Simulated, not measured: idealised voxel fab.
The process module that follows is named voxel wiring stack.
Shown is cross-section cut, with a width of 245 nm and square cells of size 5 nm.
Throughout this document, each cross-section is represented as a grid of square cells and is presented as a sequence of bands enumerated from the top downward, where a band comprises one or more rows of cells. The entry gives the band's vertical extent as a top height and a bottom height in nm, then its horizontal make-up as materials from left to right, each with a width in nm. "empty" stands for empty space; a single material marked "full width" fills the band edge to edge. Height is counted from the level 0, under which the received wafer is composed throughout of one material. The lowest of the bands is not closed at the bottom but continues downward, in the notation "z 0 and below". The width entry "30..40" should be interpreted row by row: the top row of cells in the band takes the first number, the bottom row takes the second number, and the change between adjacent rows is uniform throughout. No cell of the cross-section changed in a step that is given as "no change". "Enclosed cavity list": empty spaces of 8 cells or more with no open way to the top, each given as width x height at distance, distance from the left edge, all in nm. Where a step's line continues beyond its settings, the continuation is a remark by the simulator itself on that step. What "overlay nm" on a step's line means: if the step has a mask, that mask lay this far to the right of its planned place, or, when the value is negative, to the left.
[So here's the lineup of process steps we planned]
| 1 | RECEIVE,material Si |
| 2 | CONFORMAL_DEP,material SiO2,thk nm 15 |
| 3 | DIRECTIONAL_DEP,material TiN,thk nm 5 |
| 4 | DIRECTIONAL_DEP,material W,thk nm 25 |
| 5 | MASKED_ETCH,tone cover,mask id METAL_1,width nm 25,pitch nm 50,etch materials W,depth nm 25,overlay nm 0 |
| 6 | MASKED_ETCH,tone cover,mask id METAL_1,width nm 25,pitch nm 50,etch materials TiN,depth nm 5,overlay nm 0 |
| 7 | CONFORMAL_DEP,material SiN,thk nm 5 |
| 8 | FILL_DEP,material SiO2,thk nm 5 |
| 9 | CMP,height nm 45 |
| 10 | CONFORMAL_DEP,material SiCN,thk nm 5 |
| 11 | DIRECTIONAL_DEP,material lowk,thk nm 15 |
| 12 | DIRECTIONAL_DEP,material aC,thk nm 15 |
| 13 | PATTERN,tone open,mask id PLUG_1,material resist,width nm 15,thk nm 35,overlay nm 0 |
| 14 | DIRECTIONAL_ETCH,etch materials aC,depth nm 15 |
| 15 | STRIP,etch materials resist |
| 16 | DIRECTIONAL_ETCH,etch materials lowk,depth nm 15 |
| 17 | DIRECTIONAL_ETCH,etch materials SiCN,depth nm 5 |
| 18 | STRIP,etch materials aC |
| 19 | EPI,material Ru,thk nm 10 |
| 20 | EPI,material Ru,thk nm 10 |
| 21 | DIRECTIONAL_DEP,material TiN,thk nm 5 |
| 22 | DIRECTIONAL_DEP,material W,thk nm 20 |
| 23 | PATTERN,tone cover,mask id METAL_2,material resist,width nm 25,pitch nm 50,thk nm 15,overlay nm 0 |
| 24 | DIRECTIONAL_ETCH,etch materials W,depth nm 20 |
| 25 | DIRECTIONAL_ETCH,etch materials TiN,depth nm 5 |
| 26 | STRIP,etch materials resist |
| 27 | CONFORMAL_DEP,material SiCN,thk nm 5 |
| 28 | FILL_DEP,material SiO2,thk nm 5 |
| 29 | CMP,height nm 90 |
| 30 | CONFORMAL_DEP,material SiCN,thk nm 5 |
| 31 | DIRECTIONAL_DEP,material lowk,thk nm 30 |
| 32 | MASKED_ETCH,tone open,mask id METAL_3,width nm 25,pitch nm 50,etch materials lowk,depth nm 15,overlay nm 0 |
| 33 | PATTERN,tone open,mask id METAL_3_HOLES,material resist,width nm 15,thk nm 15,overlay nm 0 |
| 34 | DIRECTIONAL_ETCH,etch materials lowk,depth nm 15 |
| 35 | DIRECTIONAL_ETCH,etch materials SiCN,depth nm 5 |
| 36 | STRIP,etch materials resist |
| 37 | CONFORMAL_DEP,material TiN,thk nm 5 |
| 38 | FILL_DEP,material Cu,thk nm 10 |
| 39 | CMP,height nm 125 |
| 40 | CONFORMAL_DEP,material SiCN,thk nm 5 |
[So, the first of our two wafers, run just as we planned it]
[Cross-section of the wafer at receipt, which is the condition after step 1]
- z 0 and below: Si full width
- Enclosed cavity list: none
[The wafer, seen in cross-section, after step 2]
- z 15 to 0: SiO2 full width
- Heights below 0 show no change.
[The wafer, seen in cross-section, after step 3]
- z 20 to 15: TiN full width
- Heights below 15 show no change.
[The wafer, seen in cross-section, after step 4]
- z 45 to 20: W full width
- Heights below 20 show no change.
[The wafer, seen in cross-section, after step 5]
- z 45 to 20: empty 85; W 25; empty 25; W 25; empty 85
- Heights below 20 show no change.
[The wafer, seen in cross-section, after step 6]
- z 45 to 20: empty 85; W 25; empty 25; W 25; empty 85
- z 20 to 15: empty 85; TiN 25; empty 25; TiN 25; empty 85
- Heights below 15 show no change.
[The wafer, seen in cross-section, after step 7]
- z 50 to 45: empty 80; SiN 35; empty 15; SiN 35; empty 80
- z 45 to 20: empty 80; SiN 5; W 25; SiN 5; empty 15; SiN 5; W 25; SiN 5; empty 80
- z 20 to 15: SiN 85; TiN 25; SiN 25; TiN 25; SiN 85
- Heights below 15 show no change.
[The wafer, seen in cross-section, after step 8]
- z 55 to 50: SiO2 full width
- z 50 to 45: SiO2 80; SiN 35; SiO2 15; SiN 35; SiO2 80
- z 45 to 20: SiO2 80; SiN 5; W 25; SiN 5; SiO2 15; SiN 5; W 25; SiN 5; SiO2 80
- Heights below 20 show no change.
[The wafer, seen in cross-section, after step 9]
- z 45 to 20: SiO2 80; SiN 5; W 25; SiN 5; SiO2 15; SiN 5; W 25; SiN 5; SiO2 80
- Heights below 20 show no change.
[The wafer, seen in cross-section, after step 10]
- z 50 to 45: SiCN full width
- Heights below 45 show no change.
[The wafer, seen in cross-section, after step 11]
- z 65 to 50: lowk full width
- Heights below 50 show no change.
[The wafer, seen in cross-section, after step 12]
- z 80 to 65: aC full width
- Heights below 65 show no change.
[The wafer, seen in cross-section, after step 13]
- z 115 to 80: resist 85; empty 15; resist 145
- Heights below 80 show no change.
[The wafer, seen in cross-section, after step 14]
- z 100 to 80: resist 85; empty 15; resist 145
- z 80 to 65: aC 85; empty 15; aC 145
- Heights below 65 show no change.
[The wafer, seen in cross-section, after step 15]
- z 80 to 65: aC 85; empty 15; aC 145
- Heights below 65 show no change.
[The wafer, seen in cross-section, after step 16]
- z 80 to 65: aC 85; empty 15; aC 145
- z 65 to 50: lowk 85; empty 15; lowk 145
- Heights below 50 show no change.
[The wafer, seen in cross-section, after step 17]
- z 80 to 65: aC 85; empty 15; aC 145
- z 65 to 50: lowk 85; empty 15; lowk 145
- z 50 to 45: SiCN 85; empty 15; SiCN 145
- Heights below 45 show no change.
[The wafer, seen in cross-section, after step 18]
- z 65 to 50: lowk 85; empty 15; lowk 145
- Heights below 50 show no change.
[The wafer, seen in cross-section, after step 19]
- z 65 to 55: lowk 85; empty 15; lowk 145
- z 55 to 50: lowk 85; Ru 15; lowk 145
- z 50 to 45: SiCN 85; Ru 15; SiCN 145
- Heights below 45 show no change.
[The wafer, seen in cross-section, after step 20]
- z 65 to 50: lowk 85; Ru 15; lowk 145
- Heights below 50 show no change.
[The wafer, seen in cross-section, after step 21]
- z 70 to 65: TiN full width
- Heights below 65 show no change.
[The wafer, seen in cross-section, after step 22]
- z 90 to 70: W full width
- Heights below 70 show no change.
[The wafer, seen in cross-section, after step 23]
- z 105 to 90: empty 85; resist 25; empty 25; resist 25; empty 85
- Heights below 90 show no change.
[The wafer, seen in cross-section, after step 24]
- z 105 to 90: empty 85; resist 25; empty 25; resist 25; empty 85
- z 90 to 70: empty 85; W 25; empty 25; W 25; empty 85
- Heights below 70 show no change.
[The wafer, seen in cross-section, after step 25]
- z 105 to 90: empty 85; resist 25; empty 25; resist 25; empty 85
- z 90 to 70: empty 85; W 25; empty 25; W 25; empty 85
- z 70 to 65: empty 85; TiN 25; empty 25; TiN 25; empty 85
- Heights below 65 show no change.
[The wafer, seen in cross-section, after step 26]
- z 90 to 70: empty 85; W 25; empty 25; W 25; empty 85
- Heights below 70 show no change.
[The wafer, seen in cross-section, after step 27]
- z 95 to 90: empty 80; SiCN 35; empty 15; SiCN 35; empty 80
- z 90 to 70: empty 80; SiCN 5; W 25; SiCN 5; empty 15; SiCN 5; W 25; SiCN 5; empty 80
- z 70 to 65: SiCN 85; TiN 25; SiCN 25; TiN 25; SiCN 85
- Heights below 65 show no change.
[The wafer, seen in cross-section, after step 28]
- z 100 to 95: SiO2 full width
- z 95 to 90: SiO2 80; SiCN 35; SiO2 15; SiCN 35; SiO2 80
- z 90 to 70: SiO2 80; SiCN 5; W 25; SiCN 5; SiO2 15; SiCN 5; W 25; SiCN 5; SiO2 80
- Heights below 70 show no change.
[The wafer, seen in cross-section, after step 29]
- z 90 to 70: SiO2 80; SiCN 5; W 25; SiCN 5; SiO2 15; SiCN 5; W 25; SiCN 5; SiO2 80
- Heights below 70 show no change.
[The wafer, seen in cross-section, after step 30]
- z 95 to 90: SiCN full width
- Heights below 90 show no change.
[The wafer, seen in cross-section, after step 31]
- z 125 to 95: lowk full width
- Heights below 95 show no change.
[The wafer, seen in cross-section, after step 32]
- z 125 to 110: lowk 85; empty 25; lowk 25; empty 25; lowk 85
- Heights below 110 show no change.
[The wafer, seen in cross-section, after step 33]
- z 140 to 125: resist 85; empty 15; resist 145
- z 125 to 110: lowk 85; empty 15; resist 10; lowk 25; resist 25; lowk 85
- Heights below 110 show no change.
[The wafer, seen in cross-section, after step 34]
- z 140 to 125: resist 85; empty 15; resist 145
- z 125 to 110: lowk 85; empty 15; resist 10; lowk 25; resist 25; lowk 85
- z 110 to 95: lowk 85; empty 15; lowk 145
- Heights below 95 show no change.
[The wafer, seen in cross-section, after step 35]
- z 140 to 125: resist 85; empty 15; resist 145
- z 125 to 110: lowk 85; empty 15; resist 10; lowk 25; resist 25; lowk 85
- z 110 to 95: lowk 85; empty 15; lowk 145
- z 95 to 90: SiCN 85; empty 15; SiCN 145
- Heights below 90 show no change.
[The wafer, seen in cross-section, after step 36]
- z 125 to 110: lowk 85; empty 25; lowk 25; empty 25; lowk 85
- Heights below 110 show no change.
[The wafer, seen in cross-section, after step 37]
- z 130 to 125: TiN 90; empty 15; TiN 35; empty 15; TiN 90
- z 125 to 115: lowk 85; TiN 5; empty 15; TiN 5; lowk 25; TiN 5; empty 15; TiN 5; lowk 85
- z 115 to 110: lowk 85; TiN 5; empty 5; TiN 15; lowk 25; TiN 25; lowk 85
- z 110 to 95: lowk 85; TiN 5; empty 5; TiN 5; lowk 145
- z 95 to 90: SiCN 85; TiN 15; SiCN 145
- Heights below 90 show no change.
[The wafer, seen in cross-section, after step 38]
- z 140 to 130: Cu full width
- z 130 to 125: TiN 90; Cu 15; TiN 35; Cu 15; TiN 90
- z 125 to 115: lowk 85; TiN 5; Cu 15; TiN 5; lowk 25; TiN 5; Cu 15; TiN 5; lowk 85
- z 115 to 110: lowk 85; TiN 5; Cu 5; TiN 15; lowk 25; TiN 25; lowk 85
- z 110 to 95: lowk 85; TiN 5; Cu 5; TiN 5; lowk 145
- Heights below 95 show no change.
[The wafer, seen in cross-section, after step 39]
- z 125 to 115: lowk 85; TiN 5; Cu 15; TiN 5; lowk 25; TiN 5; Cu 15; TiN 5; lowk 85
- Heights below 115 show no change.
[The wafer, seen in cross-section, after step 40]
- z 130 to 125: SiCN full width
- Heights below 125 show no change.
[It is to be noted that the second wafer proceeded from the same initial state and according to the same plan as the first, although one mistake was committed in its execution; through step 5, inclusive, the two wafers share an identical history]
[Second wafer profile in section, at the moment step 6 of the plan was meant to be complete]
- z 45 to 20: empty 85; W 25; empty 25; W 25; empty 85
- z 20 to 15: empty 75; TiN 35; empty 15; TiN 35; empty 85
- Heights below 15 show no change.
[Second wafer profile in section, at the moment step 7 of the plan was meant to be complete]
- z 50 to 45: empty 80; SiN 35; empty 15; SiN 35; empty 80
- z 45 to 25: empty 80; SiN 5; W 25; SiN 5; empty 15; SiN 5; W 25; SiN 5; empty 80
- z 25 to 20: empty 70; SiN 15; W 25; SiN 5; empty 5; SiN 15; W 25; SiN 5; empty 80
- z 20 to 15: SiN 75; TiN 35; SiN 15; TiN 35; SiN 85
- Heights below 15 show no change.
[Second wafer profile in section, at the moment step 8 of the plan was meant to be complete]
- z 55 to 50: SiO2 full width
- z 50 to 45: SiO2 80; SiN 35; SiO2 15; SiN 35; SiO2 80
- z 45 to 25: SiO2 80; SiN 5; W 25; SiN 5; SiO2 15; SiN 5; W 25; SiN 5; SiO2 80
- z 25 to 20: SiO2 70; SiN 15; W 25; SiN 5; SiO2 5; SiN 15; W 25; SiN 5; SiO2 80
- Heights below 20 show no change.
[Second wafer profile in section, at the moment step 9 of the plan was meant to be complete]
- z 45 to 25: SiO2 80; SiN 5; W 25; SiN 5; SiO2 15; SiN 5; W 25; SiN 5; SiO2 80
- Heights below 25 show no change.
[Second wafer profile in section, at the moment step 10 of the plan was meant to be complete]
- z 50 to 45: SiCN full width
- Heights below 45 show no change.
[Second wafer profile in section, at the moment step 11 of the plan was meant to be complete]
- z 65 to 50: lowk full width
- Heights below 50 show no change.
[Second wafer profile in section, at the moment step 12 of the plan was meant to be complete]
- z 80 to 65: aC full width
- Heights below 65 show no change.
[Second wafer profile in section, at the moment step 13 of the plan was meant to be complete]
- z 115 to 80: resist 85; empty 15; resist 145
- Heights below 80 show no change.
[Second wafer profile in section, at the moment step 14 of the plan was meant to be complete]
- z 100 to 80: resist 85; empty 15; resist 145
- z 80 to 65: aC 85; empty 15; aC 145
- Heights below 65 show no change.
[Second wafer profile in section, at the moment step 15 of the plan was meant to be complete]
- z 80 to 65: aC 85; empty 15; aC 145
- Heights below 65 show no change.
[Second wafer profile in section, at the moment step 16 of the plan was meant to be complete]
- z 80 to 65: aC 85; empty 15; aC 145
- z 65 to 50: lowk 85; empty 15; lowk 145
- Heights below 50 show no change.
[Second wafer profile in section, at the moment step 17 of the plan was meant to be complete]
- z 80 to 65: aC 85; empty 15; aC 145
- z 65 to 50: lowk 85; empty 15; lowk 145
- z 50 to 45: SiCN 85; empty 15; SiCN 145
- Heights below 45 show no change.
[Second wafer profile in section, at the moment step 18 of the plan was meant to be complete]
- z 65 to 50: lowk 85; empty 15; lowk 145
- Heights below 50 show no change.
[Second wafer profile in section, at the moment step 19 of the plan was meant to be complete]
- z 65 to 55: lowk 85; empty 15; lowk 145
- z 55 to 50: lowk 85; Ru 15; lowk 145
- z 50 to 45: SiCN 85; Ru 15; SiCN 145
- Heights below 45 show no change.
[Second wafer profile in section, at the moment step 20 of the plan was meant to be complete]
- z 65 to 50: lowk 85; Ru 15; lowk 145
- Heights below 50 show no change.
[Second wafer profile in section, at the moment step 21 of the plan was meant to be complete]
- z 70 to 65: TiN full width
- Heights below 65 show no change.
[Second wafer profile in section, at the moment step 22 of the plan was meant to be complete]
- z 90 to 70: W full width
- Heights below 70 show no change.
[Second wafer profile in section, at the moment step 23 of the plan was meant to be complete]
- z 105 to 90: empty 85; resist 25; empty 25; resist 25; empty 85
- Heights below 90 show no change.
[Second wafer profile in section, at the moment step 24 of the plan was meant to be complete]
- z 105 to 90: empty 85; resist 25; empty 25; resist 25; empty 85
- z 90 to 70: empty 85; W 25; empty 25; W 25; empty 85
- Heights below 70 show no change.
[Second wafer profile in section, at the moment step 25 of the plan was meant to be complete]
- z 105 to 90: empty 85; resist 25; empty 25; resist 25; empty 85
- z 90 to 70: empty 85; W 25; empty 25; W 25; empty 85
- z 70 to 65: empty 85; TiN 25; empty 25; TiN 25; empty 85
- Heights below 65 show no change.
[Second wafer profile in section, at the moment step 26 of the plan was meant to be complete]
- z 90 to 70: empty 85; W 25; empty 25; W 25; empty 85
- Heights below 70 show no change.
[Second wafer profile in section, at the moment step 27 of the plan was meant to be complete]
- z 95 to 90: empty 80; SiCN 35; empty 15; SiCN 35; empty 80
- z 90 to 70: empty 80; SiCN 5; W 25; SiCN 5; empty 15; SiCN 5; W 25; SiCN 5; empty 80
- z 70 to 65: SiCN 85; TiN 25; SiCN 25; TiN 25; SiCN 85
- Heights below 65 show no change.
[Second wafer profile in section, at the moment step 28 of the plan was meant to be complete]
- z 100 to 95: SiO2 full width
- z 95 to 90: SiO2 80; SiCN 35; SiO2 15; SiCN 35; SiO2 80
- z 90 to 70: SiO2 80; SiCN 5; W 25; SiCN 5; SiO2 15; SiCN 5; W 25; SiCN 5; SiO2 80
- Heights below 70 show no change.
[Second wafer profile in section, at the moment step 29 of the plan was meant to be complete]
- z 90 to 70: SiO2 80; SiCN 5; W 25; SiCN 5; SiO2 15; SiCN 5; W 25; SiCN 5; SiO2 80
- Heights below 70 show no change.
[Second wafer profile in section, at the moment step 30 of the plan was meant to be complete]
- z 95 to 90: SiCN full width
- Heights below 90 show no change.
[Second wafer profile in section, at the moment step 31 of the plan was meant to be complete]
- z 125 to 95: lowk full width
- Heights below 95 show no change.
[Second wafer profile in section, at the moment step 32 of the plan was meant to be complete]
- z 125 to 110: lowk 85; empty 25; lowk 25; empty 25; lowk 85
- Heights below 110 show no change.
[Second wafer profile in section, at the moment step 33 of the plan was meant to be complete]
- z 140 to 125: resist 85; empty 15; resist 145
- z 125 to 110: lowk 85; empty 15; resist 10; lowk 25; resist 25; lowk 85
- Heights below 110 show no change.
[Second wafer profile in section, at the moment step 34 of the plan was meant to be complete]
- z 140 to 125: resist 85; empty 15; resist 145
- z 125 to 110: lowk 85; empty 15; resist 10; lowk 25; resist 25; lowk 85
- z 110 to 95: lowk 85; empty 15; lowk 145
- Heights below 95 show no change.
[Second wafer profile in section, at the moment step 35 of the plan was meant to be complete]
- z 140 to 125: resist 85; empty 15; resist 145
- z 125 to 110: lowk 85; empty 15; resist 10; lowk 25; resist 25; lowk 85
- z 110 to 95: lowk 85; empty 15; lowk 145
- z 95 to 90: SiCN 85; empty 15; SiCN 145
- Heights below 90 show no change.
[Second wafer profile in section, at the moment step 36 of the plan was meant to be complete]
- z 125 to 110: lowk 85; empty 25; lowk 25; empty 25; lowk 85
- Heights below 110 show no change.
[Second wafer profile in section, at the moment step 37 of the plan was meant to be complete]
- z 130 to 125: TiN 90; empty 15; TiN 35; empty 15; TiN 90
- z 125 to 115: lowk 85; TiN 5; empty 15; TiN 5; lowk 25; TiN 5; empty 15; TiN 5; lowk 85
- z 115 to 110: lowk 85; TiN 5; empty 5; TiN 15; lowk 25; TiN 25; lowk 85
- z 110 to 95: lowk 85; TiN 5; empty 5; TiN 5; lowk 145
- z 95 to 90: SiCN 85; TiN 15; SiCN 145
- Heights below 90 show no change.
[Second wafer profile in section, at the moment step 38 of the plan was meant to be complete]
- z 140 to 130: Cu full width
- z 130 to 125: TiN 90; Cu 15; TiN 35; Cu 15; TiN 90
- z 125 to 115: lowk 85; TiN 5; Cu 15; TiN 5; lowk 25; TiN 5; Cu 15; TiN 5; lowk 85
- z 115 to 110: lowk 85; TiN 5; Cu 5; TiN 15; lowk 25; TiN 25; lowk 85
- z 110 to 95: lowk 85; TiN 5; Cu 5; TiN 5; lowk 145
- Heights below 95 show no change.
[Second wafer profile in section, at the moment step 39 of the plan was meant to be complete]
- z 125 to 115: lowk 85; TiN 5; Cu 15; TiN 5; lowk 25; TiN 5; Cu 15; TiN 5; lowk 85
- Heights below 115 show no change.
[Second wafer profile in section, at the moment step 40 of the plan was meant to be complete]
- z 130 to 125: SiCN full width
- Heights below 125 show no change.
Where did the run depart from the plan? planned and actual differ for step 6; actual: MASKED_ETCH,tone cover,mask id METAL_1,width nm 25,pitch nm 50,etch materials TiN,depth nm 5,overlay nm -10
Count the cells at the end and the second wafer has more or fewer of some materials than the first: -4 SiO2 | +4 TiN
